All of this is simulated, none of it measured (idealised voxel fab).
Documented hereafter: the process module known as voxel trench capacitor.
Square cells of 5 nm make up the cross-section cut, whose width is 165 nm.
Cross-section = grid of square cells, listed top down in bands; band = one or more rows. Look at the band entry: it leads with the top's height and the bottom's height in nm. Then it lists the materials left to right, with a width in nm for each. The word "all across" on a single material says that material fills the band edge to edge. The word "blank" is empty space. For the purposes of this specification, 0 denotes the height below which the wafer in its as-received condition is composed wholly of one material, and the lowermost band, lacking a lower limit, extends downward without end, as expressed in "0..down". So if you see something like "30->40" for the width, read it as the top row of the band sitting at the first number and the bottom row at the second, with every row in between moving by the same amount as the last. "no modifications" (step): cross-section cells unchanged, all of them. Closed-off voids of 8+ cells (no open route to the top) go in "Sealed void listing", written width x height at distance from the left edge, in nm. Text after the settings on a step's line: the simulator's own remark on that step. Steps that use a mask can have "overlay nm" on their line. It says how far the mask sat to the right of where it was meant to be. Negative means to the left.
These are the steps we planned for the process
1,RECEIVE,material Si
2,CONFORMAL_DEP,material SiN,thk nm 5
3,DIRECTIONAL_DEP,material aC,thk nm 15
4,PATTERN,tone open,mask id TRENCH,material resist,width nm 15,pitch nm 40,thk nm 35,overlay nm -15
5,DIRECTIONAL_ETCH,etch materials aC,depth nm 15
6,STRIP,etch materials resist
7,DIRECTIONAL_ETCH,etch materials SiN,depth nm 5
8,DIRECTIONAL_ETCH,etch materials Si,depth nm 40
9,STRIP,etch materials aC
10,CONFORMAL_DEP,material Al2O3,thk nm 5
11,FILL_DEP,material polySi,thk nm 5
12,CMP,height nm 5
Across this set of wafers, the varied parameter is the overlay nm of step 4. Starting conditions are identical for every wafer, and the plan reports the value assigned to the first wafer.
As received, i.e. after step 1: cross-section through the first of several wafers
* 0..down  Si all across
* Sealed void listing: none
Shown in cross-section: the first of several wafers at the end of the module, after its last step, step 12
* 5..0  SiN=20, then Al2O3=5, then polySi=5, then Al2O3=5, then SiN=25, then Al2O3=5, then polySi=5, then Al2O3=5, then SiN=25, then Al2O3=5, then polySi=5, then Al2O3=5, then SiN=50
* 0..-35  Si=20, then Al2O3=5, then polySi=5, then Al2O3=5, then Si=25, then Al2O3=5, then polySi=5, then Al2O3=5, then Si=25, then Al2O3=5, then polySi=5, then Al2O3=5, then Si=50
* -35..-40  Si=20, then Al2O3=15, then Si=25, then Al2O3=15, then Si=25, then Al2O3=15, then Si=50
* -40..down  Si all across
* Sealed void listing: none
Last wafer at the end
* 5..0  SiN=50, then Al2O3=5, then polySi=5, then Al2O3=5, then SiN=25, then Al2O3=5, then polySi=5, then Al2O3=5, then SiN=25, then Al2O3=5, then polySi=5, then Al2O3=5, then SiN=20
* 0..-35  Si=50, then Al2O3=5, then polySi=5, then Al2O3=5, then Si=25, then Al2O3=5, then polySi=5, then Al2O3=5, then Si=25, then Al2O3=5, then polySi=5, then Al2O3=5, then Si=20
* -35..-40  Si=50, then Al2O3=15, then Si=25, then Al2O3=15, then Si=25, then Al2O3=15, then Si=20
* -40..down  Si all across
* Sealed void listing: none
Per wafer (row), end of module: delta in cells per material since receipt, (+) for gained, (-) for lost; closed voids after that
overlay nm -15, +57 Al2O3, -72 Si, +24 SiN, +24 polySi, Sealed void listing: none
overlay nm -10, +57 Al2O3, -72 Si, +24 SiN, +24 polySi, Sealed void listing: none
overlay nm -5, +57 Al2O3, -72 Si, +24 SiN, +24 polySi, Sealed void listing: none
overlay nm 0, +57 Al2O3, -72 Si, +24 SiN, +24 polySi, Sealed void listing: none
overlay nm 5, +57 Al2O3, -72 Si, +24 SiN, +24 polySi, Sealed void listing: none
overlay nm 10, +57 Al2O3, -72 Si, +24 SiN, +24 polySi, Sealed void listing: none
overlay nm 15, +57 Al2O3, -72 Si, +24 SiN, +24 polySi, Sealed void listing: none
